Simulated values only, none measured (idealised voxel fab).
voxel lift off: a process module
Section cut is 285 nm wide and gridded with 5 nm square cells.
Cross-section layout: square cells on a grid; listed as bands, top to bottom; a band spans one or more cell rows. Per band: top height and bottom height in nm, followed by the left-to-right materials and their widths in nm; "full width" marks a single material spanning edge to edge, "empty" marks empty space. Convention: height 0 is the level below which the wafer, as received, is all one material. The lowest band does not terminate at the bottom but continues downward, represented as "0 and below". Width: "30..40" (first number = top row, second number = bottom row, same change from row to row of cells). You'll sometimes find "no modification" written for a step, and that's the way of saying that nowhere in the cross-section did a cell change during that step. Reported under the label "Enclosed void listing" are the empty spaces having no open way to the top and comprising 8 cells or more; the notation for each is width x height at distance, in which the distance is measured from the left edge and all three values are in nm. Formally, on a step line, whatever follows the settings is a remark that the simulator itself makes on the step. Among the settings permitted on a step's line is "overlay nm"; applied to a step with a mask, it specifies the extent to which the mask lay to the right of its planned position, whereas a negative figure signifies a position to the left.
## The following list gives the planned process steps
- 1: RECEIVE,material Si
- 2: CONFORMAL_DEP,material Al2O3,thk nm 5
- 3: PATTERN,tone open,mask id LINES,material resist,width nm 20,pitch nm 50,thk nm 20,overlay nm 0
- 4: DIRECTIONAL_DEP,material Ru,thk nm 10
- 5: STRIP,etch materials resist
- 6: CONFORMAL_DEP,material SiN,thk nm 5
## Here's what the wafer looked like in cross-section when it arrived - that's after step 1
- 0 and below: Si full width
- Enclosed void listing: none
## The first of the two wafers as seen in cross-section once the module was finished; processing followed the plan
- 20 down to 15: empty=50, then SiN=30, then empty=20, then SiN=30, then empty=20, then SiN=30, then empty=20, then SiN=30, then empty=55
- 15 down to 10: empty=50, then SiN=5, then Ru=20, then SiN=5, then empty=20, then SiN=5, then Ru=20, then SiN=5, then empty=20, then SiN=5, then Ru=20, then SiN=5, then empty=20, then SiN=5, then Ru=20, then SiN=5, then empty=55
- 10 down to 5: SiN=55, then Ru=20, then SiN=30, then Ru=20, then SiN=30, then Ru=20, then SiN=30, then Ru=20, then SiN=60
- 5 down to 0: Al2O3 full width
- 0 and below: Si full width
- Enclosed void listing: none
## Module end: cross-section of wafer two of two. Same start and process plan as the first wafer. One mistake during execution
- 30 down to 25: empty=50, then SiN=30, then empty=20, then SiN=30, then empty=20, then SiN=30, then empty=20, then SiN=30, then empty=55
- 25 down to 20: empty=50, then SiN=5, then Ru=20, then SiN=5, then empty=20, then SiN=5, then Ru=20, then SiN=5, then empty=20, then SiN=5, then Ru=20, then SiN=5, then empty=20, then SiN=5, then Ru=20, then SiN=5, then empty=55
- 20 down to 15: SiN=55, then Ru=20, then SiN=30, then Ru=20, then SiN=30, then Ru=20, then SiN=30, then Ru=20, then SiN=60
- 15 down to 0: Al2O3 full width
- 0 and below: Si full width
- Enclosed void listing: none
Run error: step 2 was run on a setting that differed from the plan, and what really ran there is CONFORMAL_DEP,material Al2O3,thk nm 15
The final cell counts differ between the wafers, with the second having more or fewer of some materials than the first: Al2O3: 114 more
